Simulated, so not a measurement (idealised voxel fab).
The process module presented herein is designated voxel transistor to metal.
Square cell edge 5 nm, section width 175 nm, ID cut.
A cross-section is written here as square cells arranged in a grid, and it is given in bands from the top down, each band taking up one or more rows of cells.
First you get the band's top height and its bottom height, in nm, and then the materials it's made of, left to right, with each width in nm. If you see a single material with "edge to edge", that one covers the band edge to edge. "empty" is empty space.
Below 0: as-received wafer, all one material; heights counted from there. Lowest band: no bottom, goes on down, written "from 0 down".
So if you see something like "30 to 40" for the width, read it as the top row of the band sitting at the first number and the bottom row at the second, with every row in between moving by the same amount as the last.
For the purposes of this document, the phrase "nothing was modified" attached to a step denotes that no cell within the cross-section was modified by that step.
"Non-vented voids" contains a list of empty spaces, each no smaller than 8 cells and without an open way to the top, written in the form width x height at distance with the distance from the left edge and all three in nm.
Text after the settings on a step's line: the simulator's own remark on that step.
The setting "overlay nm" may be written on the line of a step. When the step uses a mask, the value reports how far to the right of the planned place the mask lay, and a negative value reports that it lay to the left.
[The following list gives the planned process steps]
1) RECEIVE [material Si]
2) OXIDIZE [depth nm 5]
3) CONFORMAL_DEP [material SiN] [thk nm 15]
4) DIRECTIONAL_DEP [material aC] [thk nm 10]
5) PATTERN [tone cover] [mask id ACTIVE] [material resist] [width nm 105] [thk nm 30] [overlay nm 0]
6) DIRECTIONAL_ETCH [etch materials aC] [depth nm 10]
7) STRIP [etch materials resist]
8) DIRECTIONAL_ETCH [etch materials SiN] [depth nm 15]
9) DIRECTIONAL_ETCH [etch materials SiO2] [depth nm 5]
10) DIRECTIONAL_ETCH [etch materials Si] [depth nm 35]
11) STRIP [etch materials aC]
12) OXIDIZE [depth nm 5]
13) FILL_DEP [material SiO2] [thk nm 5]
14) CMP [height nm 15]
15) SELECTIVE_ETCH [etch materials SiO2] [depth nm 5]
16) STRIP [etch materials SiN]
17) SELECTIVE_ETCH [etch materials SiO2] [depth nm 5]
18) OXIDIZE [depth nm 5]
19) DIRECTIONAL_DEP [material polySi] [thk nm 25]
20) DIRECTIONAL_DEP [material SiCN] [thk nm 10]
21) PATTERN [tone cover] [mask id GATE] [material resist] [width nm 15] [thk nm 20] [overlay nm 0]
22) DIRECTIONAL_ETCH [etch materials SiCN] [depth nm 20]
23) DIRECTIONAL_ETCH [etch materials polySi] [depth nm 35]
24) STRIP [etch materials resist]
25) CONFORMAL_DEP [material SiO2] [thk nm 5]
26) DIRECTIONAL_ETCH [etch materials SiO2] [depth nm 5]
27) CONFORMAL_DEP [material SiN] [thk nm 5]
28) DIRECTIONAL_ETCH [etch materials SiN] [depth nm 5]
29) DIRECTIONAL_ETCH [etch materials SiO2] [depth nm 5]
30) DIRECTIONAL_ETCH [etch materials Si] [depth nm 5]
31) EPI [material pSi] [thk nm 5]
32) FILL_DEP [material SiO2] [thk nm 5]
33) CMP [height nm 30]
34) DIRECTIONAL_DEP [material SiO2] [thk nm 15]
35) DIRECTIONAL_DEP [material aC] [thk nm 10]
36) PATTERN [tone open] [mask id CONTACT] [material resist] [width nm 30] [pitch nm 55] [thk nm 30] [overlay nm 0]
37) DIRECTIONAL_ETCH [etch materials aC] [depth nm 10]
38) STRIP [etch materials resist]
39) DIRECTIONAL_ETCH [etch materials SiO2] [depth nm 55]
40) STRIP [etch materials aC]
41) CONFORMAL_DEP [material TiN] [thk nm 5]
42) FILL_DEP [material W] [thk nm 5]
43) CMP [height nm 45]
44) CONFORMAL_DEP [material SiN] [thk nm 5]
45) DIRECTIONAL_DEP [material SiO2] [thk nm 15]
46) PATTERN [tone open] [mask id METAL_1] [material resist] [width nm 20] [pitch nm 65] [thk nm 20] [overlay nm 0]
47) DIRECTIONAL_ETCH [etch materials SiO2] [depth nm 15]
48) DIRECTIONAL_ETCH [etch materials SiN] [depth nm 5]
49) STRIP [etch materials resist]
50) CONFORMAL_DEP [material TiN] [thk nm 5]
51) FILL_DEP [material Ru] [thk nm 5]
52) CMP [height nm 65]
53) EPI [material Ru] [thk nm 5]
54) FILL_DEP [material SiCN] [thk nm 5]
Every wafer here starts from the same state; it is the step 15 depth nm that distinguishes them, and the value the plan gives belongs to the first wafer.
[Cross-section of the first incoming wafer of several, state after step 1]
    from 0 down | Si edge to edge
    Non-vented voids: none
[Module end state after final step 54: cross-section of the first of several wafers]
    from 75 to 70 | SiCN edge to edge
    from 70 to 65 | SiCN: 40, Ru: 30, SiCN: 35, Ru: 30, SiCN: 40
    from 65 to 50 | SiO2: 45, TiN: 5, Ru: 10, TiN: 5, SiO2: 45, TiN: 5, Ru: 10, TiN: 5, SiO2: 45
    from 50 to 45 | SiN: 45, TiN: 20, SiN: 45, TiN: 20, SiN: 45
    from 45 to 35 | SiO2: 45, TiN: 5, W: 20, TiN: 5, SiO2: 25, TiN: 5, W: 20, TiN: 5, SiO2: 45
    from 35 to 30 | SiO2: 45, TiN: 5, W: 15, TiN: 10, SiO2: 25, TiN: 10, W: 15, TiN: 5, SiO2: 45
    from 30 to 20 | SiO2: 45, TiN: 5, W: 15, TiN: 5, SiN: 5, SiO2: 5, SiCN: 15, SiO2: 5, SiN: 5, TiN: 5, W: 15, TiN: 5, SiO2: 45
    from 20 to 5 | SiO2: 45, TiN: 5, W: 15, TiN: 5, SiN: 5, SiO2: 5, polySi: 15, SiO2: 5, SiN: 5, TiN: 5, W: 15, TiN: 5, SiO2: 45
    from 5 to -5 | SiO2: 35, SiN: 5, SiO2: 5, TiN: 5, W: 15 to 10, TiN: 5 to 10, SiN: 5, SiO2: 5, polySi: 15, SiO2: 5, SiN: 5, TiN: 5 to 10, W: 15 to 10, TiN: 5, SiO2: 5, SiN: 5, SiO2: 35
    from -5 to -10 | SiO2: 45, TiN: 20, pSi: 5, SiO2: 35, pSi: 5, TiN: 20, SiO2: 45
    from -10 to -15 | SiO2: 40, pSi: 30, Si: 35, pSi: 30, SiO2: 40
    from -15 to -45 | SiO2: 40, Si: 95, SiO2: 40
    from -45 down | Si edge to edge
    Non-vented voids: none
[Of the several wafers, the last: cross-section at the end of the module]
    from 75 to 70 | SiCN edge to edge
    from 70 to 65 | SiCN: 40, Ru: 30, SiCN: 35, Ru: 30, SiCN: 40
    from 65 to 50 | SiO2: 45, TiN: 5, Ru: 10, TiN: 5, SiO2: 45, TiN: 5, Ru: 10, TiN: 5, SiO2: 45
    from 50 to 45 | SiN: 45, TiN: 20, SiN: 45, TiN: 20, SiN: 45
    from 45 to 35 | SiO2: 45, TiN: 5, W: 20, TiN: 5, SiO2: 25, TiN: 5, W: 20, TiN: 5, SiO2: 45
    from 35 to 30 | SiO2: 45, TiN: 5, W: 15, TiN: 10, SiO2: 25, TiN: 10, W: 15, TiN: 5, SiO2: 45
    from 30 to 20 | SiO2: 45, TiN: 5, W: 15, TiN: 5, SiN: 5, SiO2: 5, SiCN: 15, SiO2: 5, SiN: 5, TiN: 5, W: 15, TiN: 5, SiO2: 45
    from 20 to 0 | SiO2: 45, TiN: 5, W: 15, TiN: 5, SiN: 5, SiO2: 5, polySi: 15, SiO2: 5, SiN: 5, TiN: 5, W: 15, TiN: 5, SiO2: 45
    from 0 to -5 | SiO2: 45, TiN: 5, W: 10, TiN: 10, SiN: 5, SiO2: 5, polySi: 15, SiO2: 5, SiN: 5, TiN: 10, W: 10, TiN: 5, SiO2: 45
    from -5 to -10 | SiO2: 30, SiN: 5, SiO2: 10, TiN: 20, pSi: 5, SiO2: 35, pSi: 5, TiN: 20, SiO2: 10, SiN: 5, SiO2: 30
    from -10 to -15 | SiO2: 45, pSi: 25, Si: 35, pSi: 25, SiO2: 45
    from -15 to -45 | SiO2: 40, Si: 95, SiO2: 40
    from -45 down | Si edge to edge
    Non-vented voids: none
[Where each wafer stands at the end of the module, a row apiece: cells of each material gained (+) or lost (-) since it was received, then closed voids]
depth nm 5, +24 Ru, -194 Si, +64 SiCN, +45 SiN, +423 SiO2, +72 TiN, +62 W, +14 pSi, +15 polySi, Non-vented voids: none
depth nm 10, +24 Ru, -194 Si, +64 SiCN, +43 SiN, +425 SiO2, +72 TiN, +62 W, +14 pSi, +15 polySi, Non-vented voids: none
depth nm 15, +24 Ru, -194 Si, +64 SiCN, +41 SiN, +427 SiO2, +72 TiN, +62 W, +14 pSi, +15 polySi, Non-vented voids: none
depth nm 20, +24 Ru, -194 Si, +64 SiCN, +43 SiN, +427 SiO2, +72 TiN, +62 W, +12 pSi, +15 polySi, Non-vented voids: none
